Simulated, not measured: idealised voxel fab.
process module | voxel double patterning
Square cells of 5 nm make up the cross-section cut, whose width is 215 nm.
Just so we're on the same page, the cross-sections are grids of square cells, and they're listed out in bands top to bottom, each band one or more rows deep. It is stipulated that each band's entry specify, in nanometres, the height of the top of the band and then that of its bottom, followed by the materials of the band in left-to-right sequence, each together with its width in nanometres. A single material marked by the word "all across" is understood to fill the band from edge to edge; the word "blank" is understood to denote empty space. Height reference: 0 = level under which incoming wafer is all one material. Lowest band: no bottom, runs on downward, e.g. "z 0 and below". When a width is written as two numbers, as in "30 to 40", the first number is the width in the top row of cells of the band and the second is the width in its bottom row, and the width changes by the same amount from each row to the next. The cross-section has no changed cell in any step marked "nothing got changed". Entry "Closed void inventory". Content: empty spaces with no open connection to the top, size 8 cells or greater. Each: width x height at distance. Distance: from left edge. Unit: nm. Read whatever lies past the settings on a step's line as the simulator's own remark about the step. "overlay nm" denotes, for a step that has a mask, the displacement of the mask to the right of its planned place, with negative values corresponding to the left.
PROCESS STEPS (PLANNED)
- 1: RECEIVE (material Si)
- 2: CONFORMAL_DEP (material SiO2; thk nm 5)
- 3: DIRECTIONAL_DEP (material TiN; thk nm 20)
- 4: DIRECTIONAL_DEP (material SiCN; thk nm 5)
- 5: PATTERN (tone open; mask id FIRST; material resist; width nm 15; pitch nm 50; thk nm 15; overlay nm 0)
- 6: DIRECTIONAL_ETCH (etch materials SiCN; depth nm 5)
- 7: STRIP (etch materials resist)
- 8: PATTERN (tone open; mask id SECOND; material resist; width nm 15; thk nm 20; overlay nm 0)
- 9: DIRECTIONAL_ETCH (etch materials SiCN; depth nm 5)
- 10: STRIP (etch materials resist)
- 11: DIRECTIONAL_ETCH (etch materials TiN; depth nm 20)
- 12: STRIP (etch materials SiCN)
FIRST OF TWO WAFERS, PROCESSED ACCORDING TO PLAN
CROSS-SECTIONAL VIEW OF THE WAFER IN ITS AS-RECEIVED CONDITION, CORRESPONDING TO THE STATE AFTER STEP 1
> z 0 and below | Si all across
> Closed void inventory: none
THE FOLLOWING CROSS-SECTION DEPICTS THE WAFER UPON COMPLETION OF STEP 2
> z 5 to 0 | SiO2 all across
> Below 0, no change.
THE FOLLOWING CROSS-SECTION DEPICTS THE WAFER UPON COMPLETION OF STEP 3
> z 25 to 5 | TiN all across
> Below 5, no change.
THE FOLLOWING CROSS-SECTION DEPICTS THE WAFER UPON COMPLETION OF STEP 4
> z 30 to 25 | SiCN all across
> Below 25, no change.
THE FOLLOWING CROSS-SECTION DEPICTS THE WAFER UPON COMPLETION OF STEP 5
> z 45 to 30 | 75 nm resist / 15 nm blank / 35 nm resist / 15 nm blank / 75 nm resist
> Below 30, no change.
THE FOLLOWING CROSS-SECTION DEPICTS THE WAFER UPON COMPLETION OF STEP 6
> z 45 to 30 | 75 nm resist / 15 nm blank / 35 nm resist / 15 nm blank / 75 nm resist
> z 30 to 25 | 75 nm SiCN / 15 nm blank / 35 nm SiCN / 15 nm blank / 75 nm SiCN
> Below 25, no change.
THE FOLLOWING CROSS-SECTION DEPICTS THE WAFER UPON COMPLETION OF STEP 7
> z 30 to 25 | 75 nm SiCN / 15 nm blank / 35 nm SiCN / 15 nm blank / 75 nm SiCN
> Below 25, no change.
THE FOLLOWING CROSS-SECTION DEPICTS THE WAFER UPON COMPLETION OF STEP 8
> z 50 to 30 | 100 nm resist / 15 nm blank / 100 nm resist
> z 30 to 25 | 75 nm SiCN / 15 nm resist / 35 nm SiCN / 15 nm resist / 75 nm SiCN
> Below 25, no change.
THE FOLLOWING CROSS-SECTION DEPICTS THE WAFER UPON COMPLETION OF STEP 9
> z 50 to 30 | 100 nm resist / 15 nm blank / 100 nm resist
> z 30 to 25 | 75 nm SiCN / 15 nm resist / 10 nm SiCN / 15 nm blank / 10 nm SiCN / 15 nm resist / 75 nm SiCN
> Below 25, no change.
THE FOLLOWING CROSS-SECTION DEPICTS THE WAFER UPON COMPLETION OF STEP 10
> z 30 to 25 | 75 nm SiCN / 15 nm blank / 10 nm SiCN / 15 nm blank / 10 nm SiCN / 15 nm blank / 75 nm SiCN
> Below 25, no change.
THE FOLLOWING CROSS-SECTION DEPICTS THE WAFER UPON COMPLETION OF STEP 11
> z 30 to 25 | 75 nm SiCN / 15 nm blank / 10 nm SiCN / 15 nm blank / 10 nm SiCN / 15 nm blank / 75 nm SiCN
> z 25 to 5 | 75 nm TiN / 15 nm blank / 10 nm TiN / 15 nm blank / 10 nm TiN / 15 nm blank / 75 nm TiN
> Below 5, no change.
THE FOLLOWING CROSS-SECTION DEPICTS THE WAFER UPON COMPLETION OF STEP 12
> z 25 to 5 | 75 nm TiN / 15 nm blank / 10 nm TiN / 15 nm blank / 10 nm TiN / 15 nm blank / 75 nm TiN
> Below 5, no change.
THE SECOND WAFER BEGAN EXACTLY AS THE FIRST DID AND FOLLOWED THE SAME PLAN, BUT ONE MISTAKE WAS MADE WHILE RUNNING IT; THROUGH STEP 1 INCLUSIVE, THE TWO WAFERS ARE IDENTICAL
X-SECTION, SECOND WAFER, WHEN STEP 2 WAS DUE TO FINISH
> z 5 to 0 | TiN all across
> Below 0, no change.
X-SECTION, SECOND WAFER, WHEN STEP 3 WAS DUE TO FINISH
> z 25 to 0 | TiN all across
> Below 0, no change.
X-SECTION, SECOND WAFER, WHEN STEP 4 WAS DUE TO FINISH
> z 30 to 25 | SiCN all across
> Below 25, no change.
X-SECTION, SECOND WAFER, WHEN STEP 5 WAS DUE TO FINISH
> z 45 to 30 | 75 nm resist / 15 nm blank / 35 nm resist / 15 nm blank / 75 nm resist
> Below 30, no change.
X-SECTION, SECOND WAFER, WHEN STEP 6 WAS DUE TO FINISH
> z 45 to 30 | 75 nm resist / 15 nm blank / 35 nm resist / 15 nm blank / 75 nm resist
> z 30 to 25 | 75 nm SiCN / 15 nm blank / 35 nm SiCN / 15 nm blank / 75 nm SiCN
> Below 25, no change.
X-SECTION, SECOND WAFER, WHEN STEP 7 WAS DUE TO FINISH
> z 30 to 25 | 75 nm SiCN / 15 nm blank / 35 nm SiCN / 15 nm blank / 75 nm SiCN
> Below 25, no change.
X-SECTION, SECOND WAFER, WHEN STEP 8 WAS DUE TO FINISH
> z 50 to 30 | 100 nm resist / 15 nm blank / 100 nm resist
> z 30 to 25 | 75 nm SiCN / 15 nm resist / 35 nm SiCN / 15 nm resist / 75 nm SiCN
> Below 25, no change.
X-SECTION, SECOND WAFER, WHEN STEP 9 WAS DUE TO FINISH
> z 50 to 30 | 100 nm resist / 15 nm blank / 100 nm resist
> z 30 to 25 | 75 nm SiCN / 15 nm resist / 10 nm SiCN / 15 nm blank / 10 nm SiCN / 15 nm resist / 75 nm SiCN
> Below 25, no change.
X-SECTION, SECOND WAFER, WHEN STEP 10 WAS DUE TO FINISH
> z 30 to 25 | 75 nm SiCN / 15 nm blank / 10 nm SiCN / 15 nm blank / 10 nm SiCN / 15 nm blank / 75 nm SiCN
> Below 25, no change.
X-SECTION, SECOND WAFER, WHEN STEP 11 WAS DUE TO FINISH
> z 30 to 25 | 75 nm SiCN / 15 nm blank / 10 nm SiCN / 15 nm blank / 10 nm SiCN / 15 nm blank / 75 nm SiCN
> z 25 to 5 | 75 nm TiN / 15 nm blank / 10 nm TiN / 15 nm blank / 10 nm TiN / 15 nm blank / 75 nm TiN
> Below 5, no change.
X-SECTION, SECOND WAFER, WHEN STEP 12 WAS DUE TO FINISH
> z 25 to 5 | 75 nm TiN / 15 nm blank / 10 nm TiN / 15 nm blank / 10 nm TiN / 15 nm blank / 75 nm TiN
> Below 5, no change.
Against the plan, the run slipped here: step 2 was run on a setting that differed from the plan, and what really ran there is CONFORMAL_DEP (material TiN; thk nm 5)
Materials where the second wafer ends with more or fewer cells than the first: SiO2 -43, TiN +43
